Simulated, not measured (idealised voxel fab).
A process module follows: voxel transistor to metal.
Section cut is 285 nm wide and gridded with 5 nm square cells.
For the purposes of this document, a cross-section shall be understood as a grid of square cells, specified as bands listed in top-to-bottom order, each band consisting of one or more rows of cells.
Look at the band entry: it leads with the top's height and the bottom's height in nm. Then it lists the materials left to right, with a width in nm for each. The word "everywhere" on a single material says that material fills the band edge to edge. The word "empty" is empty space.
Height is counted from the level 0, under which the received wafer is composed throughout of one material. The lowest of the bands is not closed at the bottom but continues downward, in the notation "0 and below".
The expression "30..40" gives the width at the extremes of the band, the first number at its top row of cells and the second at its bottom row, with the width changing by equal amounts from each row to the next in between.
The cross-section has no changed cell in any step marked "no change".
Entry "Closed void table" = empty spaces >= 8 cells with no open way to the top; each as width x height at distance, distance from left edge, all nm.
Note: text after step settings on the step line = simulator remark on that step.
"overlay nm", when on a step's line for a step with a mask, measures how far to the right of its planned place the mask lay; a negative measure means to the left.
What follows is a series of pairs. Each pair shows a cross-section before one process step and the cross-section after it, and the after view is drawn only down to the lowest band that changed. Beneath each pair is the step that lies between the two, with its settings. Pairs may come from different runs of this module on the same starting wafer, so a pair continues from the one above it only where its entry headed "before" says so.

-- before
	0 and below = Si everywhere
	Closed void table: none

-- Section After Processing
	5 down to 0 = SiO2 everywhere
	below 0: unchanged
	Closed void table: none
The structure goes from the before cross-section above to the after cross-section through CONFORMAL_DEP | material SiO2 | thk nm 5

before: refer to the pair immediately above; the cross-section shown after its step is the state before this one.

-- Section After Processing
	20 down to 5 = SiN everywhere
	below 5: unchanged
	Closed void table: none
The structure goes from the before cross-section above to the after cross-section through CONFORMAL_DEP | material SiN | thk nm 15

before: refer to the pair immediately above; the cross-section shown after its step is the state before this one.

-- Section After Processing
	35 down to 20 = 15 nm empty / 110 nm resist / 30 nm empty / 110 nm resist / 20 nm empty
	below 20: unchanged
	Closed void table: none
The structure goes from the before cross-section above to the after cross-section through PATTERN | tone cover | mask id ACTIVE | material resist | width nm 110 | pitch nm 140 | thk nm 15 | overlay nm 0

before: refer to the pair immediately above; the cross-section shown after its step is the state before this one.

-- Section After Processing
	35 down to 20 = 15 nm empty / 110 nm resist / 30 nm empty / 110 nm resist / 20 nm empty
	20 down to 5 = 15 nm empty / 110 nm SiN / 30 nm empty / 110 nm SiN / 20 nm empty
	below 5: unchanged
	Closed void table: none
The structure goes from the before cross-section above to the after cross-section through DIRECTIONAL_ETCH | etch materials SiN | depth nm 15

before: refer to the pair immediately above; the cross-section shown after its step is the state before this one.

-- Section After Processing
	35 down to 20 = 15 nm empty / 110 nm resist / 30 nm empty / 110 nm resist / 20 nm empty
	20 down to 5 = 15 nm empty / 110 nm SiN / 30 nm empty / 110 nm SiN / 20 nm empty
	5 down to 0 = 15 nm empty / 110 nm SiO2 / 30 nm empty / 110 nm SiO2 / 20 nm empty
	below 0: unchanged
	Closed void table: none
The structure goes from the before cross-section above to the after cross-section through DIRECTIONAL_ETCH | etch materials SiO2 | depth nm 5

before: refer to the pair immediately above; the cross-section shown after its step is the state before this one.

-- Section After Processing
	35 down to 20 = 15 nm empty / 110 nm resist / 30 nm empty / 110 nm resist / 20 nm empty
	20 down to 5 = 15 nm empty / 110 nm SiN / 30 nm empty / 110 nm SiN / 20 nm empty
	5 down to 0 = 15 nm empty / 110 nm SiO2 / 30 nm empty / 110 nm SiO2 / 20 nm empty
	0 down to -25 = 15 nm empty / 110 nm Si / 30 nm empty / 110 nm Si / 20 nm empty
	below -25: unchanged
	Closed void table: none
The structure goes from the before cross-section above to the after cross-section through DIRECTIONAL_ETCH | etch materials Si | depth nm 25

before: refer to the pair immediately above; the cross-section shown after its step is the state before this one.

-- Section After Processing
	20 down to 5 = 15 nm empty / 110 nm SiN / 30 nm empty / 110 nm SiN / 20 nm empty
	below 5: unchanged
	Closed void table: none
The structure goes from the before cross-section above to the after cross-section through STRIP | etch materials resist

before: refer to the pair immediately above; the cross-section shown after its step is the state before this one.

-- Section After Processing
	35 down to 20 = SiO2 everywhere
	20 down to 5 = 15 nm SiO2 / 110 nm SiN / 30 nm SiO2 / 110 nm SiN / 20 nm SiO2
	5 down to 0 = SiO2 everywhere
	0 down to -25 = 15 nm SiO2 / 110 nm Si / 30 nm SiO2 / 110 nm Si / 20 nm SiO2
	below -25: unchanged
	Closed void table: none
The structure goes from the before cross-section above to the after cross-section through FILL_DEP | material SiO2 | thk nm 15

before: refer to the pair immediately above; the cross-section shown after its step is the state before this one.

-- Section After Processing
	20 down to 5 = 15 nm SiO2 / 110 nm SiN / 30 nm SiO2 / 110 nm SiN / 20 nm SiO2
	below 5: unchanged
	Closed void table: none
The structure goes from the before cross-section above to the after cross-section through CMP | height nm 20

before: refer to the pair immediately above; the cross-section shown after its step is the state before this one.

-- Section After Processing
	20 down to 10 = 15 nm empty / 110 nm SiN / 30 nm empty / 110 nm SiN / 20 nm empty
	below 10: unchanged
	Closed void table: none
The structure goes from the before cross-section above to the after cross-section through SELECTIVE_ETCH | etch materials SiO2 | depth nm 10

before: refer to the pair immediately above; the cross-section shown after its step is the state before this one.

-- Section After Processing
	10 down to 5 = 15 nm SiO2 / 110 nm empty / 30 nm SiO2 / 110 nm empty / 20 nm SiO2
	below 5: unchanged
	Closed void table: none
The structure goes from the before cross-section above to the after cross-section through STRIP | etch materials SiN

before: refer to the pair immediately above; the cross-section shown after its step is the state before this one.

-- Section After Processing
	5 down to 0 = 10 nm SiO2 / 120 nm empty / 20 nm SiO2 / 120 nm empty / 15 nm SiO2
	below 0: unchanged
	Closed void table: none
The structure goes from the before cross-section above to the after cross-section through SELECTIVE_ETCH | etch materials SiO2 | depth nm 5

before: refer to the pair immediately above; the cross-section shown after its step is the state before this one.

-- Section After Processing
	5 down to 0 = 10 nm SiO2 / 120 nm empty / 20 nm SiO2 / 120 nm empty / 15 nm SiO2
	0 down to -5 = SiO2 everywhere
	below -5: unchanged
	Closed void table: none
The structure goes from the before cross-section above to the after cross-section through OXIDIZE | depth nm 5

before: refer to the pair immediately above; the cross-section shown after its step is the state before this one.

-- Section After Processing
	25 down to 20 = 10 nm polySi / 120 nm empty / 20 nm polySi / 120 nm empty / 15 nm polySi
	20 down to 5 = polySi everywhere
	5 down to 0 = 10 nm SiO2 / 120 nm polySi / 20 nm SiO2 / 120 nm polySi / 15 nm SiO2
	below 0: unchanged
	Closed void table: none
The structure goes from the before cross-section above to the after cross-section through DIRECTIONAL_DEP | material polySi | thk nm 20

before: refer to the pair immediately above; the cross-section shown after its step is the state before this one.

-- Section After Processing
	40 down to 35 = 10 nm SiCN / 120 nm empty / 20 nm SiCN / 120 nm empty / 15 nm SiCN
	35 down to 25 = SiCN everywhere
	25 down to 20 = 10 nm polySi / 120 nm SiCN / 20 nm polySi / 120 nm SiCN / 15 nm polySi
	below 20: unchanged
	Closed void table: none
The structure goes from the before cross-section above to the after cross-section through DIRECTIONAL_DEP | material SiCN | thk nm 15

before: refer to the pair immediately above; the cross-section shown after its step is the state before this one.

-- Section After Processing
	35 down to 25 = 60 nm empty / 20 nm SiCN / 120 nm empty / 20 nm SiCN / 65 nm empty
	25 down to 20 = 10 nm polySi / 50 nm empty / 20 nm SiCN / 50 nm empty / 20 nm polySi / 50 nm empty / 20 nm SiCN / 50 nm empty / 15 nm polySi
	below 20: unchanged
	Closed void table: none
The structure goes from the before cross-section above to the after cross-section through MASKED_ETCH | tone cover | mask id GATE | width nm 20 | pitch nm 140 | etch materials SiCN | depth nm 25 | overlay nm 0

before: refer to the pair immediately above; the cross-section shown after its step is the state before this one.

-- Section After Processing
	35 down to 20 = 60 nm empty / 20 nm SiCN / 120 nm empty / 20 nm SiCN / 65 nm empty
	20 down to 5 = 60 nm empty / 20 nm polySi / 120 nm empty / 20 nm polySi / 65 nm empty
	5 down to 0 = 10 nm SiO2 / 50 nm empty / 20 nm polySi / 50 nm empty / 20 nm SiO2 / 50 nm empty / 20 nm polySi / 50 nm empty / 15 nm SiO2
	below 0: unchanged
	Closed void table: none
The structure goes from the before cross-section above to the after cross-section through MASKED_ETCH | tone cover | mask id GATE | width nm 20 | pitch nm 140 | etch materials polySi | depth nm 30 | overlay nm 0

before: refer to the pair immediately above; the cross-section shown after its step is the state before this one.

-- Section After Processing
	45 down to 35 = 50 nm empty / 40 nm SiN / 100 nm empty / 40 nm SiN / 55 nm empty
	35 down to 20 = 50 nm empty / 10 nm SiN / 20 nm SiCN / 10 nm SiN / 100 nm empty / 10 nm SiN / 20 nm SiCN / 10 nm SiN / 55 nm empty
	20 down to 15 = 50 nm empty / 10 nm SiN / 20 nm polySi / 10 nm SiN / 100 nm empty / 10 nm SiN / 20 nm polySi / 10 nm SiN / 55 nm empty
	15 down to 10 = 20 nm SiN / 30 nm empty / 10 nm SiN / 20 nm polySi / 10 nm SiN / 30 nm empty / 40 nm SiN / 30 nm empty / 10 nm SiN / 20 nm polySi / 10 nm SiN / 30 nm empty / 25 nm SiN
	10 down to 5 = 60 nm SiN / 20 nm polySi / 120 nm SiN / 20 nm polySi / 65 nm SiN
	5 down to 0 = 10 nm SiO2 / 50 nm SiN / 20 nm polySi / 50 nm SiN / 20 nm SiO2 / 50 nm SiN / 20 nm polySi / 50 nm SiN / 15 nm SiO2
	below 0: unchanged
	Closed void table: none
The structure goes from the before cross-section above to the after cross-section through CONFORMAL_DEP | material SiN | thk nm 10

before: refer to the pair immediately above; the cross-section shown after its step is the state before this one.

-- Section After Processing
	35 down to 20 = 50 nm empty / 10 nm SiN / 20 nm SiCN / 10 nm SiN / 100 nm empty / 10 nm SiN / 20 nm SiCN / 10 nm SiN / 55 nm empty
	20 down to 5 = 50 nm empty / 10 nm SiN / 20 nm polySi / 10 nm SiN / 100 nm empty / 10 nm SiN / 20 nm polySi / 10 nm SiN / 55 nm empty
	5 down to 0 = 10 nm SiO2 / 10 nm SiN / 30 nm empty / 10 nm SiN / 20 nm polySi / 10 nm SiN / 30 nm empty / 10 nm SiN / 20 nm SiO2 / 10 nm SiN / 30 nm empty / 10 nm SiN / 20 nm polySi / 10 nm SiN / 30 nm empty / 10 nm SiN / 15 nm SiO2
	below 0: unchanged
	Closed void table: none
The structure goes from the before cross-section above to the after cross-section through DIRECTIONAL_ETCH | etch materials SiN | depth nm 10

before: refer to the pair immediately above; the cross-section shown after its step is the state before this one.

-- Section After Processing
	35 down to 20 = 50 nm empty / 10 nm SiN / 20 nm SiCN / 10 nm SiN / 100 nm empty / 10 nm SiN / 20 nm SiCN / 10 nm SiN / 55 nm empty
	20 down to 5 = 50 nm empty / 10 nm SiN / 20 nm polySi / 10 nm SiN / 100 nm empty / 10 nm SiN / 20 nm polySi / 10 nm SiN / 55 nm empty
	5 down to 0 = 10 nm empty / 10 nm SiN / 30 nm empty / 10 nm SiN / 20 nm polySi / 10 nm SiN / 30 nm empty / 10 nm SiN / 20 nm empty / 10 nm SiN / 30 nm empty / 10 nm SiN / 20 nm polySi / 10 nm SiN / 30 nm empty / 10 nm SiN / 15 nm empty
	0 down to -5 = 20 nm SiO2 / 30 nm empty / 40 nm SiO2 / 30 nm empty / 40 nm SiO2 / 30 nm empty / 40 nm SiO2 / 30 nm empty / 25 nm SiO2
	below -5: unchanged
	Closed void table: none
The structure goes from the before cross-section above to the after cross-section through DIRECTIONAL_ETCH | etch materials SiO2 | depth nm 5

before: refer to the pair immediately above; the cross-section shown after its step is the state before this one.

-- Section After Processing
	35 down to 20 = 50 nm empty / 10 nm SiN / 20 nm SiCN / 10 nm SiN / 100 nm empty / 10 nm SiN / 20 nm SiCN / 10 nm SiN / 55 nm empty
	20 down to 5 = 50 nm empty / 10 nm SiN / 20 nm polySi / 10 nm SiN / 100 nm empty / 10 nm SiN / 20 nm polySi / 10 nm SiN / 55 nm empty
	5 down to 0 = 10 nm empty / 10 nm SiN / 30 nm empty / 10 nm SiN / 20 nm polySi / 10 nm SiN / 30 nm empty / 10 nm SiN / 20 nm empty / 10 nm SiN / 30 nm empty / 10 nm SiN / 20 nm polySi / 10 nm SiN / 30 nm empty / 10 nm SiN / 15 nm empty
	0 down to -5 = 20 nm SiO2 / 30 nm empty / 40 nm SiO2 / 30 nm empty / 40 nm SiO2 / 30 nm empty / 40 nm SiO2 / 30 nm empty / 25 nm SiO2
	-5 down to -10 = 15 nm SiO2 / 5 nm Si / 30 nm empty / 40 nm Si / 30 nm empty / 5 nm Si / 30 nm SiO2 / 5 nm Si / 30 nm empty / 40 nm Si / 30 nm empty / 5 nm Si / 20 nm SiO2
	below -10: unchanged
	Closed void table: none
The structure goes from the before cross-section above to the after cross-section through DIRECTIONAL_ETCH | etch materials Si | depth nm 5

before: refer to the pair immediately above; the cross-section shown after its step is the state before this one.

-- Section After Processing
	35 down to 20 = 50 nm empty / 10 nm SiN / 20 nm SiCN / 10 nm SiN / 100 nm empty / 10 nm SiN / 20 nm SiCN / 10 nm SiN / 55 nm empty
	20 down to 5 = 50 nm empty / 10 nm SiN / 20 nm polySi / 10 nm SiN / 100 nm empty / 10 nm SiN / 20 nm polySi / 10 nm SiN / 55 nm empty
	5 down to 0 = 10 nm empty / 10 nm SiN / 10 nm nSi / 10 nm empty / 10 nm nSi / 10 nm SiN / 20 nm polySi / 10 nm SiN / 10 nm nSi / 10 nm empty / 10 nm nSi / 10 nm SiN / 20 nm empty / 10 nm SiN / 10 nm nSi / 10 nm empty / 10 nm nSi / 10 nm SiN / 20 nm polySi / 10 nm SiN / 10 nm nSi / 10 nm empty / 10 nm nSi / 10 nm SiN / 15 nm empty
	0 down to -5 = 20 nm SiO2 / 30 nm nSi / 40 nm SiO2 / 30 nm nSi / 40 nm SiO2 / 30 nm nSi / 40 nm SiO2 / 30 nm nSi / 25 nm SiO2
	-5 down to -10 = 15 nm SiO2 / 5 nm Si / 30 nm nSi / 40 nm Si / 30 nm nSi / 5 nm Si / 30 nm SiO2 / 5 nm Si / 30 nm nSi / 40 nm Si / 30 nm nSi / 5 nm Si / 20 nm SiO2
	below -10: unchanged
	Closed void table: none
The structure goes from the before cross-section above to the after cross-section through EPI | material nSi | thk nm 10

before: refer to the pair immediately above; the cross-section shown after its step is the state before this one.

-- Section After Processing
	40 down to 35 = SiO2 everywhere
	35 down to 20 = 50 nm SiO2 / 10 nm SiN / 20 nm SiCN / 10 nm SiN / 100 nm SiO2 / 10 nm SiN / 20 nm SiCN / 10 nm SiN / 55 nm SiO2
	20 down to 5 = 50 nm SiO2 / 10 nm SiN / 20 nm polySi / 10 nm SiN / 100 nm SiO2 / 10 nm SiN / 20 nm polySi / 10 nm SiN / 55 nm SiO2
	5 down to 0 = 10 nm SiO2 / 10 nm SiN / 10 nm nSi / 10 nm SiO2 / 10 nm nSi / 10 nm SiN / 20 nm polySi / 10 nm SiN / 10 nm nSi / 10 nm SiO2 / 10 nm nSi / 10 nm SiN / 20 nm SiO2 / 10 nm SiN / 10 nm nSi / 10 nm SiO2 / 10 nm nSi / 10 nm SiN / 20 nm polySi / 10 nm SiN / 10 nm nSi / 10 nm SiO2 / 10 nm nSi / 10 nm SiN / 15 nm SiO2
	below 0: unchanged
	Closed void table: none
The structure goes from the before cross-section above to the after cross-section through FILL_DEP | material SiO2 | thk nm 5

before: refer to the pair immediately above; the cross-section shown after its step is the state before this one.

-- Section After Processing
	35 down to 20 = 50 nm SiO2 / 10 nm SiN / 20 nm SiCN / 10 nm SiN / 100 nm SiO2 / 10 nm SiN / 20 nm SiCN / 10 nm SiN / 55 nm SiO2
	below 20: unchanged
	Closed void table: none
The structure goes from the before cross-section above to the after cross-section through CMP | height nm 35

before: refer to the pair immediately above; the cross-section shown after its step is the state before this one.

-- Section After Processing
	50 down to 35 = SiO2 everywhere
	below 35: unchanged
	Closed void table: none
The structure goes from the before cross-section above to the after cross-section through DIRECTIONAL_DEP | material SiO2 | thk nm 15

before: refer to the pair immediately above; the cross-section shown after its step is the state before this one.

-- Section After Processing
	65 down to 50 = aC everywhere
	below 50: unchanged
	Closed void table: none
The structure goes from the before cross-section above to the after cross-section through DIRECTIONAL_DEP | material aC | thk nm 15

before: refer to the pair immediately above; the cross-section shown after its step is the state before this one.

-- Section After Processing
	95 down to 65 = 25 nm resist / 20 nm empty / 50 nm resist / 20 nm empty / 50 nm resist / 20 nm empty / 50 nm resist / 20 nm empty / 30 nm resist
	below 65: unchanged
	Closed void table: none
The structure goes from the before cross-section above to the after cross-section through PATTERN | tone open | mask id CONTACT | material resist | width nm 20 | pitch nm 70 | thk nm 30 | overlay nm 0

before: refer to the pair immediately above; the cross-section shown after its step is the state before this one.

-- Section After Processing
	80 down to 65 = 25 nm resist / 20 nm empty / 50 nm resist / 20 nm empty / 50 nm resist / 20 nm empty / 50 nm resist / 20 nm empty / 30 nm resist
	65 down to 50 = 25 nm aC / 20 nm empty / 50 nm aC / 20 nm empty / 50 nm aC / 20 nm empty / 50 nm aC / 20 nm empty / 30 nm aC
	below 50: unchanged
	Closed void table: none
The structure goes from the before cross-section above to the after cross-section through DIRECTIONAL_ETCH | etch materials aC | depth nm 15

before: refer to the pair immediately above; the cross-section shown after its step is the state before this one.

-- Section After Processing
	65 down to 50 = 25 nm aC / 20 nm empty / 50 nm aC / 20 nm empty / 50 nm aC / 20 nm empty / 50 nm aC / 20 nm empty / 30 nm aC
	below 50: unchanged
	Closed void table: none
The structure goes from the before cross-section above to the after cross-section through STRIP | etch materials resist

before: refer to the pair immediately above; the cross-section shown after its step is the state before this one.

-- Section After Processing
	65 down to 50 = 25 nm aC / 20 nm empty / 50 nm aC / 20 nm empty / 50 nm aC / 20 nm empty / 50 nm aC / 20 nm empty / 30 nm aC
	50 down to 35 = 25 nm SiO2 / 20 nm empty / 50 nm SiO2 / 20 nm empty / 50 nm SiO2 / 20 nm empty / 50 nm SiO2 / 20 nm empty / 30 nm SiO2
	35 down to 20 = 25 nm SiO2 / 20 nm empty / 5 nm SiO2 / 10 nm SiN / 20 nm SiCN / 10 nm SiN / 5 nm SiO2 / 20 nm empty / 50 nm SiO2 / 20 nm empty / 5 nm SiO2 / 10 nm SiN / 20 nm SiCN / 10 nm SiN / 5 nm SiO2 / 20 nm empty / 30 nm SiO2
	20 down to 5 = 25 nm SiO2 / 20 nm empty / 5 nm SiO2 / 10 nm SiN / 20 nm polySi / 10 nm SiN / 5 nm SiO2 / 20 nm empty / 50 nm SiO2 / 20 nm empty / 5 nm SiO2 / 10 nm SiN / 20 nm polySi / 10 nm SiN / 5 nm SiO2 / 20 nm empty / 30 nm SiO2
	5 down to 0 = 10 nm SiO2 / 10 nm SiN / 10 nm nSi / 10 nm empty / 10 nm nSi / 10 nm SiN / 20 nm polySi / 10 nm SiN / 10 nm nSi / 10 nm empty / 10 nm nSi / 10 nm SiN / 20 nm SiO2 / 10 nm SiN / 10 nm nSi / 10 nm empty / 10 nm nSi / 10 nm SiN / 20 nm polySi / 10 nm SiN / 10 nm nSi / 10 nm empty / 10 nm nSi / 10 nm SiN / 15 nm SiO2
	below 0: unchanged
	Closed void table: none
The structure goes from the before cross-section above to the after cross-section through DIRECTIONAL_ETCH | etch materials SiO2 | depth nm 50

before: refer to the pair immediately above; the cross-section shown after its step is the state before this one.

-- Section After Processing
	50 down to 35 = 25 nm SiO2 / 20 nm empty / 50 nm SiO2 / 20 nm empty / 50 nm SiO2 / 20 nm empty / 50 nm SiO2 / 20 nm empty / 30 nm SiO2
	below 35: unchanged
	Closed void table: none
The structure goes from the before cross-section above to the after cross-section through STRIP | etch materials aC

before: refer to the pair immediately above; the cross-section shown after its step is the state before this one.

-- Section After Processing
	55 down to 50 = 30 nm TiN / 10 nm empty / 60 nm TiN / 10 nm empty / 60 nm TiN / 10 nm empty / 60 nm TiN / 10 nm empty / 35 nm TiN
	50 down to 35 = 25 nm SiO2 / 5 nm TiN / 10 nm empty / 5 nm TiN / 50 nm SiO2 / 5 nm TiN / 10 nm empty / 5 nm TiN / 50 nm SiO2 / 5 nm TiN / 10 nm empty / 5 nm TiN / 50 nm SiO2 / 5 nm TiN / 10 nm empty / 5 nm TiN / 30 nm SiO2
	35 down to 20 = 25 nm SiO2 / 5 nm TiN / 10 nm empty / 5 nm TiN / 5 nm SiO2 / 10 nm SiN / 20 nm SiCN / 10 nm SiN / 5 nm SiO2 / 5 nm TiN / 10 nm empty / 5 nm TiN / 50 nm SiO2 / 5 nm TiN / 10 nm empty / 5 nm TiN / 5 nm SiO2 / 10 nm SiN / 20 nm SiCN / 10 nm SiN / 5 nm SiO2 / 5 nm TiN / 10 nm empty / 5 nm TiN / 30 nm SiO2
	20 down to 10 = 25 nm SiO2 / 5 nm TiN / 10 nm empty / 5 nm TiN / 5 nm SiO2 / 10 nm SiN / 20 nm polySi / 10 nm SiN / 5 nm SiO2 / 5 nm TiN / 10 nm empty / 5 nm TiN / 50 nm SiO2 / 5 nm TiN / 10 nm empty / 5 nm TiN / 5 nm SiO2 / 10 nm SiN / 20 nm polySi / 10 nm SiN / 5 nm SiO2 / 5 nm TiN / 10 nm empty / 5 nm TiN / 30 nm SiO2
	10 down to 5 = 25 nm SiO2 / 20 nm TiN / 5 nm SiO2 / 10 nm SiN / 20 nm polySi / 10 nm SiN / 5 nm SiO2 / 20 nm TiN / 50 nm SiO2 / 20 nm TiN / 5 nm SiO2 / 10 nm SiN / 20 nm polySi / 10 nm SiN / 5 nm SiO2 / 20 nm TiN / 30 nm SiO2
	5 down to 0 = 10 nm SiO2 / 10 nm SiN / 10 nm nSi / 10 nm TiN / 10 nm nSi / 10 nm SiN / 20 nm polySi / 10 nm SiN / 10 nm nSi / 10 nm TiN / 10 nm nSi / 10 nm SiN / 20 nm SiO2 / 10 nm SiN / 10 nm nSi / 10 nm TiN / 10 nm nSi / 10 nm SiN / 20 nm polySi / 10 nm SiN / 10 nm nSi / 10 nm TiN / 10 nm nSi / 10 nm SiN / 15 nm SiO2
	below 0: unchanged
	Closed void table: none
The structure goes from the before cross-section above to the after cross-section through CONFORMAL_DEP | material TiN | thk nm 5

before: refer to the pair immediately above; the cross-section shown after its step is the state before this one.

-- Section After Processing
	60 down to 55 = Ru everywhere
	55 down to 50 = 30 nm TiN / 10 nm Ru / 60 nm TiN / 10 nm Ru / 60 nm TiN / 10 nm Ru / 60 nm TiN / 10 nm Ru / 35 nm TiN
	50 down to 35 = 25 nm SiO2 / 5 nm TiN / 10 nm Ru / 5 nm TiN / 50 nm SiO2 / 5 nm TiN / 10 nm Ru / 5 nm TiN / 50 nm SiO2 / 5 nm TiN / 10 nm Ru / 5 nm TiN / 50 nm SiO2 / 5 nm TiN / 10 nm Ru / 5 nm TiN / 30 nm SiO2
	35 down to 20 = 25 nm SiO2 / 5 nm TiN / 10 nm Ru / 5 nm TiN / 5 nm SiO2 / 10 nm SiN / 20 nm SiCN / 10 nm SiN / 5 nm SiO2 / 5 nm TiN / 10 nm Ru / 5 nm TiN / 50 nm SiO2 / 5 nm TiN / 10 nm Ru / 5 nm TiN / 5 nm SiO2 / 10 nm SiN / 20 nm SiCN / 10 nm SiN / 5 nm SiO2 / 5 nm TiN / 10 nm Ru / 5 nm TiN / 30 nm SiO2
	20 down to 10 = 25 nm SiO2 / 5 nm TiN / 10 nm Ru / 5 nm TiN / 5 nm SiO2 / 10 nm SiN / 20 nm polySi / 10 nm SiN / 5 nm SiO2 / 5 nm TiN / 10 nm Ru / 5 nm TiN / 50 nm SiO2 / 5 nm TiN / 10 nm Ru / 5 nm TiN / 5 nm SiO2 / 10 nm SiN / 20 nm polySi / 10 nm SiN / 5 nm SiO2 / 5 nm TiN / 10 nm Ru / 5 nm TiN / 30 nm SiO2
	below 10: unchanged
	Closed void table: none
The structure goes from the before cross-section above to the after cross-section through FILL_DEP | material Ru | thk nm 5

before: refer to the pair immediately above; the cross-section shown after its step is the state before this one.

-- Section After Processing
	50 down to 35 = 25 nm SiO2 / 5 nm TiN / 10 nm Ru / 5 nm TiN / 50 nm SiO2 / 5 nm TiN / 10 nm Ru / 5 nm TiN / 50 nm SiO2 / 5 nm TiN / 10 nm Ru / 5 nm TiN / 50 nm SiO2 / 5 nm TiN / 10 nm Ru / 5 nm TiN / 30 nm SiO2
	below 35: unchanged
	Closed void table: none
The structure goes from the before cross-section above to the after cross-section through CMP | height nm 50

before: refer to the pair immediately above; the cross-section shown after its step is the state before this one.

-- Section After Processing
	55 down to 50 = TiN everywhere
	below 50: unchanged
	Closed void table: none
The structure goes from the before cross-section above to the after cross-section through DIRECTIONAL_DEP | material TiN | thk nm 5

before: refer to the pair immediately above; the cross-section shown after its step is the state before this one.

-- Section After Processing
	80 down to 55 = W everywhere
	below 55: unchanged
	Closed void table: none
The structure goes from the before cross-section above to the after cross-section through DIRECTIONAL_DEP | material W | thk nm 25

before: refer to the pair immediately above; the cross-section shown after its step is the state before this one.

-- Section After Processing
	100 down to 80 = 25 nm empty / 20 nm resist / 50 nm empty / 20 nm resist / 50 nm empty / 20 nm resist / 50 nm empty / 20 nm resist / 30 nm empty
	below 80: unchanged
	Closed void table: none
The structure goes from the before cross-section above to the after cross-section through PATTERN | tone cover | mask id METAL_1 | material resist | width nm 20 | pitch nm 70 | thk nm 20 | overlay nm 0

before: refer to the pair immediately above; the cross-section shown after its step is the state before this one.

-- Section After Processing
	100 down to 80 = 25 nm empty / 20 nm resist / 50 nm empty / 20 nm resist / 50 nm empty / 20 nm resist / 50 nm empty / 20 nm resist / 30 nm empty
	80 down to 55 = 25 nm empty / 20 nm W / 50 nm empty / 20 nm W / 50 nm empty / 20 nm W / 50 nm empty / 20 nm W / 30 nm empty
	below 55: unchanged
	Closed void table: none
The structure goes from the before cross-section above to the after cross-section through DIRECTIONAL_ETCH | etch materials W | depth nm 25

before: refer to the pair immediately above; the cross-section shown after its step is the state before this one.

-- Section After Processing
	100 down to 80 = 25 nm empty / 20 nm resist / 50 nm empty / 20 nm resist / 50 nm empty / 20 nm resist / 50 nm empty / 20 nm resist / 30 nm empty
	80 down to 55 = 25 nm empty / 20 nm W / 50 nm empty / 20 nm W / 50 nm empty / 20 nm W / 50 nm empty / 20 nm W / 30 nm empty
	55 down to 50 = 25 nm empty / 20 nm TiN / 50 nm empty / 20 nm TiN / 50 nm empty / 20 nm TiN / 50 nm empty / 20 nm TiN / 30 nm empty
	below 50: unchanged
	Closed void table: none
The structure goes from the before cross-section above to the after cross-section through DIRECTIONAL_ETCH | etch materials TiN | depth nm 5

before: refer to the pair immediately above; the cross-section shown after its step is the state before this one.

-- Section After Processing
	80 down to 55 = 25 nm empty / 20 nm W / 50 nm empty / 20 nm W / 50 nm empty / 20 nm W / 50 nm empty / 20 nm W / 30 nm empty
	below 55: unchanged
	Closed void table: none
The structure goes from the before cross-section above to the after cross-section through STRIP | etch materials resist

before: refer to the pair immediately above; the cross-section shown after its step is the state before this one.

-- Section After Processing
	85 down to 80 = 20 nm empty / 30 nm SiN / 40 nm empty / 30 nm SiN / 40 nm empty / 30 nm SiN / 40 nm empty / 30 nm SiN / 25 nm empty
	80 down to 55 = 20 nm empty / 5 nm SiN / 20 nm W / 5 nm SiN / 40 nm empty / 5 nm SiN / 20 nm W / 5 nm SiN / 40 nm empty / 5 nm SiN / 20 nm W / 5 nm SiN / 40 nm empty / 5 nm SiN / 20 nm W / 5 nm SiN / 25 nm empty
	55 down to 50 = 25 nm SiN / 20 nm TiN / 50 nm SiN / 20 nm TiN / 50 nm SiN / 20 nm TiN / 50 nm SiN / 20 nm TiN / 30 nm SiN
	below 50: unchanged
	Closed void table: none
The structure goes from the before cross-section above to the after cross-section through CONFORMAL_DEP | material SiN | thk nm 5

before: refer to the pair immediately above; the cross-section shown after its step is the state before this one.

-- Section After Processing
	90 down to 85 = lowk everywhere
	85 down to 80 = 20 nm lowk / 30 nm SiN / 40 nm lowk / 30 nm SiN / 40 nm lowk / 30 nm SiN / 40 nm lowk / 30 nm SiN / 25 nm lowk
	80 down to 55 = 20 nm lowk / 5 nm SiN / 20 nm W / 5 nm SiN / 40 nm lowk / 5 nm SiN / 20 nm W / 5 nm SiN / 40 nm lowk / 5 nm SiN / 20 nm W / 5 nm SiN / 40 nm lowk / 5 nm SiN / 20 nm W / 5 nm SiN / 25 nm lowk
	below 55: unchanged
	Closed void table: none
The structure goes from the before cross-section above to the after cross-section through FILL_DEP | material lowk | thk nm 5

before: refer to the pair immediately above; the cross-section shown after its step is the state before this one.

-- Section After Processing
	80 down to 55 = 20 nm lowk / 5 nm SiN / 20 nm W / 5 nm SiN / 40 nm lowk / 5 nm SiN / 20 nm W / 5 nm SiN / 40 nm lowk / 5 nm SiN / 20 nm W / 5 nm SiN / 40 nm lowk / 5 nm SiN / 20 nm W / 5 nm SiN / 25 nm lowk
	below 55: unchanged
	Closed void table: none
The structure goes from the before cross-section above to the after cross-section through CMP | height nm 80

before: refer to the pair immediately above; the cross-section shown after its step is the state before this one.

-- Section After Processing
	85 down to 80 = SiCN everywhere
	below 80: unchanged
	Closed void table: none
The structure goes from the before cross-section above to the after cross-section through CONFORMAL_DEP | material SiCN | thk nm 5

-- before
	35 down to 20 = SiO2 everywhere
	20 down to 5 = 15 nm SiO2 / 110 nm SiN / 30 nm SiO2 / 110 nm SiN / 20 nm SiO2
	5 down to 0 = SiO2 everywhere
	0 down to -25 = 15 nm SiO2 / 110 nm Si / 30 nm SiO2 / 110 nm Si / 20 nm SiO2
	-25 and below = Si everywhere
	Closed void table: none

-- Section After Processing
	25 down to 20 = SiO2 everywhere
	below 20: unchanged
	Closed void table: none
The structure goes from the before cross-section above to the after cross-section through SELECTIVE_ETCH | etch materials SiO2 | depth nm 10

before: refer to the pair immediately above; the cross-section shown after its step is the state before this one.

-- Section After Processing
	20 down to 5 = 15 nm SiO2 / 110 nm SiN / 30 nm SiO2 / 110 nm SiN / 20 nm SiO2
	below 5: unchanged
	Closed void table: none
The structure goes from the before cross-section above to the after cross-section through SELECTIVE_ETCH | etch materials SiO2 | depth nm 5

before: refer to the pair immediately above; the cross-section shown after its step is the state before this one.

-- Section After Processing
	40 down to 20 = polySi everywhere
	below 20: unchanged
	Closed void table: none
The structure goes from the before cross-section above to the after cross-section through DIRECTIONAL_DEP | material polySi | thk nm 20
